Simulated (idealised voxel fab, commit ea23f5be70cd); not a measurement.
Process module under the name voxel self aligned vias
Cross-section cut: width 295 nm, square cells of 5 nm.
Cross-section format: a grid of square cells, given as bands from top to bottom; each band is one or more rows of cells. This entry defines a band. It first specifies the height of the band's top and the height of its bottom in nm, and then specifies the band's materials from left to right, stating each material with its width in nm. The word "everywhere" identifies a single material that fills the band from edge to edge, while the word "blank" identifies empty space. The level at which height equals 0 is the one under which the wafer, as it arrives, is entirely one material. No lower edge exists for the bottom band, which continues downward and is notated as in "0 -> down". Width: "30..40" (first number = top row, second number = bottom row, same change from row to row of cells). No cell of the cross-section changed in a step that is given as "no alteration". "Unvented internal voids" lists enclosed empty spaces (at least 8 cells, no open path upward to the top), each as width x height at distance from the left edge, in nm. after a step's settings: what the simulator itself notes on the step. overlay nm: on a step with a mask, how far right of its planned place the mask lay; negative means left.

The steps planned for the process are as follows:
1 RECEIVE with material Si
2 CONFORMAL_DEP with material SiO2, thk nm 15
3 CONFORMAL_DEP with material SiCN, thk nm 5
4 DIRECTIONAL_DEP with material SiO2, thk nm 20
5 PATTERN with tone open, mask id LINES, material resist, width nm 15, pitch nm 60, thk nm 15, overlay nm 0
6 DIRECTIONAL_ETCH with etch materials SiO2, depth nm 20
7 STRIP with etch materials resist
8 CONFORMAL_DEP with material TiN, thk nm 5
9 FILL_DEP with material Ru, thk nm 5
10 CMP with height nm 40
11 SELECTIVE_ETCH with etch materials W Ru TiN, depth nm 5
12 FILL_DEP with material SiN, thk nm 5
13 CMP with height nm 40
14 DIRECTIONAL_DEP with material SiO2, thk nm 20
15 PATTERN with tone open, mask id VIAS, material resist, width nm 30, pitch nm 60, thk nm 20, overlay nm 0
16 DIRECTIONAL_ETCH with etch materials SiO2, depth nm 20
17 DIRECTIONAL_ETCH with etch materials SiN, depth nm 5
18 STRIP with etch materials resist
19 CONFORMAL_DEP with material TiN, thk nm 5
20 FILL_DEP with material Cu, thk nm 10
21 CMP with height nm 60
22 CONFORMAL_DEP with material SiN, thk nm 5
Every wafer here starts from the same state; it is the step 5 width nm that distinguishes them, and the value the plan gives belongs to the first wafer.

Cross-section of the first of several wafers on receipt, reflecting completion of step 1:
  0 -> down = Si everywhere
  Unvented internal voids: none

Cross-sectional representation of the first of several wafers at the end of the module, i.e. after its terminal step, step 22:
  65 -> 60 = SiN everywhere
  60 -> 45 = SiO2: 70  TiN: 5  Cu: 20  TiN: 5  SiO2: 30  TiN: 5  Cu: 20  TiN: 5  SiO2: 30  TiN: 5  Cu: 20  TiN: 5  SiO2: 75
  45 -> 40 = SiO2: 70  TiN: 15  Cu: 5  TiN: 10  SiO2: 30  TiN: 15  Cu: 5  TiN: 10  SiO2: 30  TiN: 15  Cu: 5  TiN: 10  SiO2: 75
  40 -> 35 = SiO2: 80  TiN: 15  SiO2: 45  TiN: 15  SiO2: 45  TiN: 15  SiO2: 80
  35 -> 25 = SiO2: 80  TiN: 5  Ru: 5  TiN: 5  SiO2: 45  TiN: 5  Ru: 5  TiN: 5  SiO2: 45  TiN: 5  Ru: 5  TiN: 5  SiO2: 80
  25 -> 20 = SiO2: 80  TiN: 15  SiO2: 45  TiN: 15  SiO2: 45  TiN: 15  SiO2: 80
  20 -> 15 = SiCN everywhere
  15 -> 0 = SiO2 everywhere
  0 -> down = Si everywhere
  Unvented internal voids: none

Cross-sectional view, end of module, last wafer of several:
  65 -> 60 = SiN everywhere
  60 -> 40 = SiO2: 70  TiN: 5  Cu: 20  TiN: 5  SiO2: 30  TiN: 5  Cu: 20  TiN: 5  SiO2: 30  TiN: 5  Cu: 20  TiN: 5  SiO2: 75
  40 -> 35 = SiO2: 70  TiN: 30  SiN: 5  SiO2: 25  TiN: 30  SiN: 5  SiO2: 25  TiN: 30  SiN: 5  SiO2: 70
  35 -> 25 = SiO2: 70  TiN: 5  Ru: 25  TiN: 5  SiO2: 25  TiN: 5  Ru: 25  TiN: 5  SiO2: 25  TiN: 5  Ru: 25  TiN: 5  SiO2: 70
  25 -> 20 = SiO2: 70  TiN: 35  SiO2: 25  TiN: 35  SiO2: 25  TiN: 35  SiO2: 70
  20 -> 15 = SiCN everywhere
  15 -> 0 = SiO2 everywhere
  0 -> down = Si everywhere
  Unvented internal voids: none

So in this table every wafer gets its own row, and what you see is where it stands at the end of the module: for each material, how many cells it picked up (+) or gave up (-) since we received it, and after that its closed voids:
width nm 15 | +39 Cu | +6 Ru | +59 SiCN | +59 SiN | +541 SiO2 | +63 TiN | Unvented internal voids: none
width nm 20 | +42 Cu | +12 Ru | +59 SiCN | +59 SiN | +529 SiO2 | +66 TiN | Unvented internal voids: none
width nm 25 | +45 Cu | +18 Ru | +59 SiCN | +59 SiN | +517 SiO2 | +69 TiN | Unvented internal voids: none
width nm 30 | +48 Cu | +24 Ru | +59 SiCN | +59 SiN | +505 SiO2 | +72 TiN | Unvented internal voids: none
width nm 35 | +48 Cu | +30 Ru | +59 SiCN | +62 SiN | +493 SiO2 | +75 TiN | Unvented internal voids: none
